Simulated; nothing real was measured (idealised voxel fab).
Process module heading - voxel gate over fins
Cross-section cut: width 195 nm, square cells of 5 nm.
A cross-section is a grid of square cells, given in bands from the top down. A band is one or more rows of cells.
Quick guide to a band line: top height, bottom height (nm) up front; then every material left to right with its width in nm. Only one material and it's marked "everywhere"? Then it fills the band edge to edge. And "empty" just means empty space.
A quick word on heights: they are counted from 0, and under that level the wafer as it came to us is one material throughout. The lowest band is different from the rest in having no bottom; it simply continues downward, written as in "0 down".
The two numbers in a width such as "30->40" mark its ends across the band: the first belongs to the top row of cells, the second to the bottom row, and from each row to the next the width moves by the same amount.
Take "no change" at face value: in the step it is given for, the cross-section changed in none of its cells.
The entry titled "Closed voids list" provides the empty spaces that have no open way to the top, restricted to those of 8 cells or more. Each is presented as width x height at distance, the distance being measured from the left edge, with all three in nm.
Past the settings on a step's line: simulator remark, on that step.
"overlay nm" denotes, for a step that has a mask, the displacement of the mask to the right of its planned place, with negative values corresponding to the left.

**Intended process steps**
1,RECEIVE (material Si)
2,CONFORMAL_DEP (material SiN; thk nm 5)
3,DIRECTIONAL_DEP (material aC; thk nm 10)
4,PATTERN (tone cover; mask id FINS; material resist; width nm 15; pitch nm 40; thk nm 25; overlay nm 0)
5,DIRECTIONAL_ETCH (etch materials aC; depth nm 10)
6,STRIP (etch materials resist)
7,DIRECTIONAL_ETCH (etch materials SiN; depth nm 5)
8,DIRECTIONAL_ETCH (etch materials Si; depth nm 40)
9,STRIP (etch materials aC)
10,OXIDIZE (depth nm 5)
11,FILL_DEP (material SiO2; thk nm 15)
12,CMP (height nm 5)
13,SELECTIVE_ETCH (etch materials SiO2; depth nm 15)
14,STRIP (etch materials SiN)
15,CONFORMAL_DEP (material HfO2; thk nm 5)
16,CONFORMAL_DEP (material TiN; thk nm 5)
17,CONFORMAL_DEP (material TiAl; thk nm 5)
18,CONFORMAL_DEP (material TiN; thk nm 5)
19,FILL_DEP (material W; thk nm 10)
20,CMP (height nm 25)
21,CONFORMAL_DEP (material SiN; thk nm 10)

**Step 1 complete: cross-section of the wafer as received**
> 0 down = Si everywhere
> Closed voids list: none

**Wafer cross-section at end of module: start and plan as shown above, one execution error**
> 35 to 25 = SiN everywhere
> 25 to 15 = W everywhere
> 15 to 5 = W=60, TiN=35, W=5, TiN=35, W=60
> 5 to 0 = TiN=70, HfO2=15, TiN=25, HfO2=15, TiN=70
> 0 to -5 = TiN=70, HfO2=5, Si=5, HfO2=5, TiN=25, HfO2=5, Si=5, HfO2=5, TiN=70
> -5 to -10 = HfO2=75, Si=5, HfO2=35, Si=5, HfO2=75
> -10 to -45 = SiO2=75, Si=5, SiO2=35, Si=5, SiO2=75
> -45 down = Si everywhere
> Closed voids list: none
What was done differently from what was planned? no execution of plan step 17; skipped
